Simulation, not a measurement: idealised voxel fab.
Process module in this document: voxel gate over fins
Cross-sectional view cut (width: 295 nm; square cell size: 5 nm).
This document writes a cross-section as a grid whose cells are square, and gives it as bands, listed from the top down; one or more rows of cells form a band. For a band, the entry starts with two heights in nm, that of the top and then that of the bottom, and carries on with the band's materials in order from left to right, each alongside its width in nm; the word "full width" beside a single material means it fills the band edge to edge, and "blank" means empty space. Zero point of the height axis is 0; under it, received wafer = one material. Lowest band: continues down indefinitely, "0 down". When a width is written as two numbers, as in "30 to 40", the first number is the width in the top row of cells of the band and the second is the width in its bottom row, and the width changes by the same amount from each row to the next. When a step is marked "all unchanged", none of the cells in the cross-section changed during that step. "Entrapped void list" lists enclosed empty spaces (at least 8 cells, no open path upward to the top), each as width x height at distance from the left edge, in nm. Past the settings on a step's line: simulator remark, on that step. A step's line can hold "overlay nm"; with a mask on that step, the setting says how far right of the planned place the mask lay, while a negative setting says it lay to the left.
Process steps - plan:
1 RECEIVE | material Si
2 CONFORMAL_DEP | material SiN | thk nm 10
3 PATTERN | tone cover | mask id FINS | material resist | width nm 15 | pitch nm 45 | thk nm 15 | overlay nm 0
4 DIRECTIONAL_ETCH | etch materials SiN | depth nm 10
5 DIRECTIONAL_ETCH | etch materials Si | depth nm 40
6 STRIP | etch materials resist
7 OXIDIZE | depth nm 5
8 FILL_DEP | material SiO2 | thk nm 15
9 CMP | height nm 10
10 SELECTIVE_ETCH | etch materials SiO2 | depth nm 25
11 STRIP | etch materials SiN
12 CONFORMAL_DEP | material HfO2 | thk nm 5
13 CONFORMAL_DEP | material TiN | thk nm 5
14 CONFORMAL_DEP | material TiAl | thk nm 5
15 CONFORMAL_DEP | material TiN | thk nm 5
16 FILL_DEP | material W | thk nm 15
17 CMP | height nm 30
18 CONFORMAL_DEP | material SiCN | thk nm 5
First of two wafers - as planned:
Cross-section of the incoming wafer, state after step 1:
0 down: Si full width
Entrapped void list: none
Wafer xsec, post step 2:
10 to 0: SiN full width
At heights below 0, the structure remains unaltered.
Wafer xsec, post step 3:
25 to 10: blank=70; resist=15; blank=30; resist=15; blank=30; resist=15; blank=30; resist=15; blank=75
At heights below 10, the structure remains unaltered.
Wafer xsec, post step 4:
25 to 10: blank=70; resist=15; blank=30; resist=15; blank=30; resist=15; blank=30; resist=15; blank=75
10 to 0: blank=70; SiN=15; blank=30; SiN=15; blank=30; SiN=15; blank=30; SiN=15; blank=75
At heights below 0, the structure remains unaltered.
Wafer xsec, post step 5:
25 to 10: blank=70; resist=15; blank=30; resist=15; blank=30; resist=15; blank=30; resist=15; blank=75
10 to 0: blank=70; SiN=15; blank=30; SiN=15; blank=30; SiN=15; blank=30; SiN=15; blank=75
0 to -40: blank=70; Si=15; blank=30; Si=15; blank=30; Si=15; blank=30; Si=15; blank=75
At heights below -40, the structure remains unaltered.
Wafer xsec, post step 6:
10 to 0: blank=70; SiN=15; blank=30; SiN=15; blank=30; SiN=15; blank=30; SiN=15; blank=75
At heights below 0, the structure remains unaltered.
Wafer xsec, post step 7:
10 to 0: blank=70; SiN=15; blank=30; SiN=15; blank=30; SiN=15; blank=30; SiN=15; blank=75
0 to -40: blank=70; SiO2=5; Si=5; SiO2=5; blank=30; SiO2=5; Si=5; SiO2=5; blank=30; SiO2=5; Si=5; SiO2=5; blank=30; SiO2=5; Si=5; SiO2=5; blank=75
-40 to -45: SiO2=75; Si=5; SiO2=40; Si=5; SiO2=40; Si=5; SiO2=40; Si=5; SiO2=80
At heights below -45, the structure remains unaltered.
Wafer xsec, post step 8:
25 to 10: SiO2 full width
10 to 0: SiO2=70; SiN=15; SiO2=30; SiN=15; SiO2=30; SiN=15; SiO2=30; SiN=15; SiO2=75
0 to -45: SiO2=75; Si=5; SiO2=40; Si=5; SiO2=40; Si=5; SiO2=40; Si=5; SiO2=80
At heights below -45, the structure remains unaltered.
Wafer xsec, post step 9:
10 to 0: SiO2=70; SiN=15; SiO2=30; SiN=15; SiO2=30; SiN=15; SiO2=30; SiN=15; SiO2=75
At heights below 0, the structure remains unaltered.
Wafer xsec, post step 10:
10 to 0: blank=70; SiN=15; blank=30; SiN=15; blank=30; SiN=15; blank=30; SiN=15; blank=75
0 to -15: blank=75; Si=5; blank=40; Si=5; blank=40; Si=5; blank=40; Si=5; blank=80
At heights below -15, the structure remains unaltered.
Wafer xsec, post step 11:
0 to -15: blank=75; Si=5; blank=40; Si=5; blank=40; Si=5; blank=40; Si=5; blank=80
At heights below -15, the structure remains unaltered.
Wafer xsec, post step 12:
5 to 0: blank=70; HfO2=15; blank=30; HfO2=15; blank=30; HfO2=15; blank=30; HfO2=15; blank=75
0 to -10: blank=70; HfO2=5; Si=5; HfO2=5; blank=30; HfO2=5; Si=5; HfO2=5; blank=30; HfO2=5; Si=5; HfO2=5; blank=30; HfO2=5; Si=5; HfO2=5; blank=75
-10 to -15: HfO2=75; Si=5; HfO2=40; Si=5; HfO2=40; Si=5; HfO2=40; Si=5; HfO2=80
At heights below -15, the structure remains unaltered.
Wafer xsec, post step 13:
10 to 5: blank=65; TiN=25; blank=20; TiN=25; blank=20; TiN=25; blank=20; TiN=25; blank=70
5 to 0: blank=65; TiN=5; HfO2=15; TiN=5; blank=20; TiN=5; HfO2=15; TiN=5; blank=20; TiN=5; HfO2=15; TiN=5; blank=20; TiN=5; HfO2=15; TiN=5; blank=70
0 to -5: blank=65; TiN=5; HfO2=5; Si=5; HfO2=5; TiN=5; blank=20; TiN=5; HfO2=5; Si=5; HfO2=5; TiN=5; blank=20; TiN=5; HfO2=5; Si=5; HfO2=5; TiN=5; blank=20; TiN=5; HfO2=5; Si=5; HfO2=5; TiN=5; blank=70
-5 to -10: TiN=70; HfO2=5; Si=5; HfO2=5; TiN=30; HfO2=5; Si=5; HfO2=5; TiN=30; HfO2=5; Si=5; HfO2=5; TiN=30; HfO2=5; Si=5; HfO2=5; TiN=75
At heights below -10, the structure remains unaltered.
Wafer xsec, post step 14:
15 to 10: blank=60; TiAl=35; blank=10; TiAl=35; blank=10; TiAl=35; blank=10; TiAl=35; blank=65
10 to 5: blank=60; TiAl=5; TiN=25; TiAl=5; blank=10; TiAl=5; TiN=25; TiAl=5; blank=10; TiAl=5; TiN=25; TiAl=5; blank=10; TiAl=5; TiN=25; TiAl=5; blank=65
5 to 0: blank=60; TiAl=5; TiN=5; HfO2=15; TiN=5; TiAl=5; blank=10; TiAl=5; TiN=5; HfO2=15; TiN=5; TiAl=5; blank=10; TiAl=5; TiN=5; HfO2=15; TiN=5; TiAl=5; blank=10; TiAl=5; TiN=5; HfO2=15; TiN=5; TiAl=5; blank=65
0 to -5: TiAl=65; TiN=5; HfO2=5; Si=5; HfO2=5; TiN=5; TiAl=20; TiN=5; HfO2=5; Si=5; HfO2=5; TiN=5; TiAl=20; TiN=5; HfO2=5; Si=5; HfO2=5; TiN=5; TiAl=20; TiN=5; HfO2=5; Si=5; HfO2=5; TiN=5; TiAl=70
At heights below -5, the structure remains unaltered.
Wafer xsec, post step 15:
20 to 15: blank=55; TiN=180; blank=60
15 to 10: blank=55; TiN=5; TiAl=35; TiN=10; TiAl=35; TiN=10; TiAl=35; TiN=10; TiAl=35; TiN=5; blank=60
10 to 5: blank=55; TiN=5; TiAl=5; TiN=25; TiAl=5; TiN=10; TiAl=5; TiN=25; TiAl=5; TiN=10; TiAl=5; TiN=25; TiAl=5; TiN=10; TiAl=5; TiN=25; TiAl=5; TiN=5; blank=60
5 to 0: TiN=60; TiAl=5; TiN=5; HfO2=15; TiN=5; TiAl=5; TiN=10; TiAl=5; TiN=5; HfO2=15; TiN=5; TiAl=5; TiN=10; TiAl=5; TiN=5; HfO2=15; TiN=5; TiAl=5; TiN=10; TiAl=5; TiN=5; HfO2=15; TiN=5; TiAl=5; TiN=65
At heights below 0, the structure remains unaltered.
Wafer xsec, post step 16:
35 to 20: W full width
20 to 15: W=55; TiN=180; W=60
15 to 10: W=55; TiN=5; TiAl=35; TiN=10; TiAl=35; TiN=10; TiAl=35; TiN=10; TiAl=35; TiN=5; W=60
10 to 5: W=55; TiN=5; TiAl=5; TiN=25; TiAl=5; TiN=10; TiAl=5; TiN=25; TiAl=5; TiN=10; TiAl=5; TiN=25; TiAl=5; TiN=10; TiAl=5; TiN=25; TiAl=5; TiN=5; W=60
At heights below 5, the structure remains unaltered.
Wafer xsec, post step 17:
30 to 20: W full width
At heights below 20, the structure remains unaltered.
Wafer xsec, post step 18:
35 to 30: SiCN full width
At heights below 30, the structure remains unaltered.
The second wafer: identical to the first at the outset and in its planned sequence, differing only in that one mistake was made during processing; up to and including step 9, its path is the first wafer's path:
Planned end of step 10: second wafer, cross-section:
10 to 0: blank=70; SiN=15; blank=30; SiN=15; blank=30; SiN=15; blank=30; SiN=15; blank=75
0 to -40: blank=75; Si=5; blank=40; Si=5; blank=40; Si=5; blank=40; Si=5; blank=80
At heights below -40, the structure remains unaltered.
Planned end of step 11: second wafer, cross-section:
0 to -40: blank=75; Si=5; blank=40; Si=5; blank=40; Si=5; blank=40; Si=5; blank=80
At heights below -40, the structure remains unaltered.
Planned end of step 12: second wafer, cross-section:
5 to 0: blank=70; HfO2=15; blank=30; HfO2=15; blank=30; HfO2=15; blank=30; HfO2=15; blank=75
0 to -35: blank=70; HfO2=5; Si=5; HfO2=5; blank=30; HfO2=5; Si=5; HfO2=5; blank=30; HfO2=5; Si=5; HfO2=5; blank=30; HfO2=5; Si=5; HfO2=5; blank=75
-35 to -40: HfO2=75; Si=5; HfO2=40; Si=5; HfO2=40; Si=5; HfO2=40; Si=5; HfO2=80
At heights below -40, the structure remains unaltered.
Planned end of step 13: second wafer, cross-section:
10 to 5: blank=65; TiN=25; blank=20; TiN=25; blank=20; TiN=25; blank=20; TiN=25; blank=70
5 to 0: blank=65; TiN=5; HfO2=15; TiN=5; blank=20; TiN=5; HfO2=15; TiN=5; blank=20; TiN=5; HfO2=15; TiN=5; blank=20; TiN=5; HfO2=15; TiN=5; blank=70
0 to -30: blank=65; TiN=5; HfO2=5; Si=5; HfO2=5; TiN=5; blank=20; TiN=5; HfO2=5; Si=5; HfO2=5; TiN=5; blank=20; TiN=5; HfO2=5; Si=5; HfO2=5; TiN=5; blank=20; TiN=5; HfO2=5; Si=5; HfO2=5; TiN=5; blank=70
-30 to -35: TiN=70; HfO2=5; Si=5; HfO2=5; TiN=30; HfO2=5; Si=5; HfO2=5; TiN=30; HfO2=5; Si=5; HfO2=5; TiN=30; HfO2=5; Si=5; HfO2=5; TiN=75
At heights below -35, the structure remains unaltered.
Planned end of step 14: second wafer, cross-section:
15 to 10: blank=60; TiAl=35; blank=10; TiAl=35; blank=10; TiAl=35; blank=10; TiAl=35; blank=65
10 to 5: blank=60; TiAl=5; TiN=25; TiAl=5; blank=10; TiAl=5; TiN=25; TiAl=5; blank=10; TiAl=5; TiN=25; TiAl=5; blank=10; TiAl=5; TiN=25; TiAl=5; blank=65
5 to 0: blank=60; TiAl=5; TiN=5; HfO2=15; TiN=5; TiAl=5; blank=10; TiAl=5; TiN=5; HfO2=15; TiN=5; TiAl=5; blank=10; TiAl=5; TiN=5; HfO2=15; TiN=5; TiAl=5; blank=10; TiAl=5; TiN=5; HfO2=15; TiN=5; TiAl=5; blank=65
0 to -25: blank=60; TiAl=5; TiN=5; HfO2=5; Si=5; HfO2=5; TiN=5; TiAl=5; blank=10; TiAl=5; TiN=5; HfO2=5; Si=5; HfO2=5; TiN=5; TiAl=5; blank=10; TiAl=5; TiN=5; HfO2=5; Si=5; HfO2=5; TiN=5; TiAl=5; blank=10; TiAl=5; TiN=5; HfO2=5; Si=5; HfO2=5; TiN=5; TiAl=5; blank=65
-25 to -30: TiAl=65; TiN=5; HfO2=5; Si=5; HfO2=5; TiN=5; TiAl=20; TiN=5; HfO2=5; Si=5; HfO2=5; TiN=5; TiAl=20; TiN=5; HfO2=5; Si=5; HfO2=5; TiN=5; TiAl=20; TiN=5; HfO2=5; Si=5; HfO2=5; TiN=5; TiAl=70
At heights below -30, the structure remains unaltered.
Planned end of step 15: second wafer, cross-section:
20 to 15: blank=55; TiN=180; blank=60
15 to 10: blank=55; TiN=5; TiAl=35; TiN=10; TiAl=35; TiN=10; TiAl=35; TiN=10; TiAl=35; TiN=5; blank=60
10 to 5: blank=55; TiN=5; TiAl=5; TiN=25; TiAl=5; TiN=10; TiAl=5; TiN=25; TiAl=5; TiN=10; TiAl=5; TiN=25; TiAl=5; TiN=10; TiAl=5; TiN=25; TiAl=5; TiN=5; blank=60
5 to 0: blank=55; TiN=5; TiAl=5; TiN=5; HfO2=15; TiN=5; TiAl=5; TiN=10; TiAl=5; TiN=5; HfO2=15; TiN=5; TiAl=5; TiN=10; TiAl=5; TiN=5; HfO2=15; TiN=5; TiAl=5; TiN=10; TiAl=5; TiN=5; HfO2=15; TiN=5; TiAl=5; TiN=5; blank=60
0 to -20: blank=55; TiN=5; TiAl=5; TiN=5; HfO2=5; Si=5; HfO2=5; TiN=5; TiAl=5; TiN=10; TiAl=5; TiN=5; HfO2=5; Si=5; HfO2=5; TiN=5; TiAl=5; TiN=10; TiAl=5; TiN=5; HfO2=5; Si=5; HfO2=5; TiN=5; TiAl=5; TiN=10; TiAl=5; TiN=5; HfO2=5; Si=5; HfO2=5; TiN=5; TiAl=5; TiN=5; blank=60
-20 to -25: TiN=60; TiAl=5; TiN=5; HfO2=5; Si=5; HfO2=5; TiN=5; TiAl=5; TiN=10; TiAl=5; TiN=5; HfO2=5; Si=5; HfO2=5; TiN=5; TiAl=5; TiN=10; TiAl=5; TiN=5; HfO2=5; Si=5; HfO2=5; TiN=5; TiAl=5; TiN=10; TiAl=5; TiN=5; HfO2=5; Si=5; HfO2=5; TiN=5; TiAl=5; TiN=65
At heights below -25, the structure remains unaltered.
Planned end of step 16: second wafer, cross-section:
35 to 20: W full width
20 to 15: W=55; TiN=180; W=60
15 to 10: W=55; TiN=5; TiAl=35; TiN=10; TiAl=35; TiN=10; TiAl=35; TiN=10; TiAl=35; TiN=5; W=60
10 to 5: W=55; TiN=5; TiAl=5; TiN=25; TiAl=5; TiN=10; TiAl=5; TiN=25; TiAl=5; TiN=10; TiAl=5; TiN=25; TiAl=5; TiN=10; TiAl=5; TiN=25; TiAl=5; TiN=5; W=60
5 to 0: W=55; TiN=5; TiAl=5; TiN=5; HfO2=15; TiN=5; TiAl=5; TiN=10; TiAl=5; TiN=5; HfO2=15; TiN=5; TiAl=5; TiN=10; TiAl=5; TiN=5; HfO2=15; TiN=5; TiAl=5; TiN=10; TiAl=5; TiN=5; HfO2=15; TiN=5; TiAl=5; TiN=5; W=60
0 to -20: W=55; TiN=5; TiAl=5; TiN=5; HfO2=5; Si=5; HfO2=5; TiN=5; TiAl=5; TiN=10; TiAl=5; TiN=5; HfO2=5; Si=5; HfO2=5; TiN=5; TiAl=5; TiN=10; TiAl=5; TiN=5; HfO2=5; Si=5; HfO2=5; TiN=5; TiAl=5; TiN=10; TiAl=5; TiN=5; HfO2=5; Si=5; HfO2=5; TiN=5; TiAl=5; TiN=5; W=60
At heights below -20, the structure remains unaltered.
Planned end of step 17: second wafer, cross-section:
30 to 20: W full width
At heights below 20, the structure remains unaltered.
Planned end of step 18: second wafer, cross-section:
35 to 30: SiCN full width
At heights below 30, the structure remains unaltered.
Nonconformance to the process plan: step 10 from the plan got run twice
Final wafer comparison in cells, second versus first, more or fewer per material: +40 HfO2 | -275 SiO2 | +40 TiAl | +80 TiN | +115 W
